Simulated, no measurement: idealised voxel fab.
Documented hereafter: the process module known as voxel ribs on slabs.
In the cross-section labelled cut, the width is 185 nm and each square cell is 5 nm.
How to read a cross-section here: the picture is a grid of square cells, written as bands going from the top down, and any band can span one or more rows of cells.
Within each band entry, the heights of the top and of the bottom of the band appear first, in that order and in nm; the materials of the band then follow from left to right, each with its corresponding width in nm. The designation "edge to edge" on a single material indicates that it fills the band from edge to edge; the designation "air" indicates empty space.
We count height from 0. Below that, the starting wafer is all one material. The lowest band never ends at the bottom but goes on down; see "0 nm and below" for how that is written.
A two-number width, for instance "30..40", indicates that the width is equal to the first number in the top row of the band and to the second number in the bottom row, and that it changes by a constant amount per row of cells.
No cell of the cross-section changed in a step that is given as "no change".
Look at "Cavities, closed" for the closed voids: empty spaces with no open path to the top, sized 8 cells or up. Each is width x height at distance, distance from the left edge, all nm.
On each step's line, the part that comes after the settings is the simulator's own comment on the step.
A step's line can hold "overlay nm"; with a mask on that step, the setting says how far right of the planned place the mask lay, while a negative setting says it lay to the left.

Planned step list for the process
1. op RECEIVE | material Si
2. op DIRECTIONAL_DEP | material SiO2 | thk nm 25
3. op DIRECTIONAL_DEP | material polySi | thk nm 15
4. op PATTERN | tone cover | mask id RIB | material resist | width nm 15 | thk nm 20 | overlay nm 0
5. op DIRECTIONAL_ETCH | etch materials polySi | depth nm 5
6. op STRIP | etch materials resist
7. op PATTERN | tone cover | mask id SLAB | material resist | width nm 55 | thk nm 20 | overlay nm 0
8. op DIRECTIONAL_ETCH | etch materials polySi | depth nm 10
9. op STRIP | etch materials resist
10. op FILL_DEP | material SiO2 | thk nm 20
11. op CMP | height nm 50
12. op DIRECTIONAL_DEP | material TiN | thk nm 5
13. op PATTERN | tone cover | mask id HEATER | material resist | width nm 25 | thk nm 20 | overlay nm 0
14. op DIRECTIONAL_ETCH | etch materials TiN | depth nm 5
15. op STRIP | etch materials resist
16. op CONFORMAL_DEP | material SiO2 | thk nm 5

Cross-section of the wafer as it came to us, i.e., already through step 1
* 0 nm and below = Si edge to edge
* Cavities, closed: none

Final wafer profile in cross-section after the module, from the same start and plan as above, with one mistake made during processing
* 60 nm to 55 nm = air 75, SiO2 35, air 75
* 55 nm to 50 nm = SiO2 80, TiN 25, SiO2 80
* 50 nm to 35 nm = SiO2 edge to edge
* 35 nm to 25 nm = SiO2 85..65, polySi 15..55, SiO2 85..65
* 25 nm to 0 nm = SiO2 edge to edge
* 0 nm and below = Si edge to edge
* Cavities, closed: none
Misprocessing identified: in deviation from the planned setting, step 3 was conducted as op DIRECTIONAL_DEP | material polySi | thk nm 10
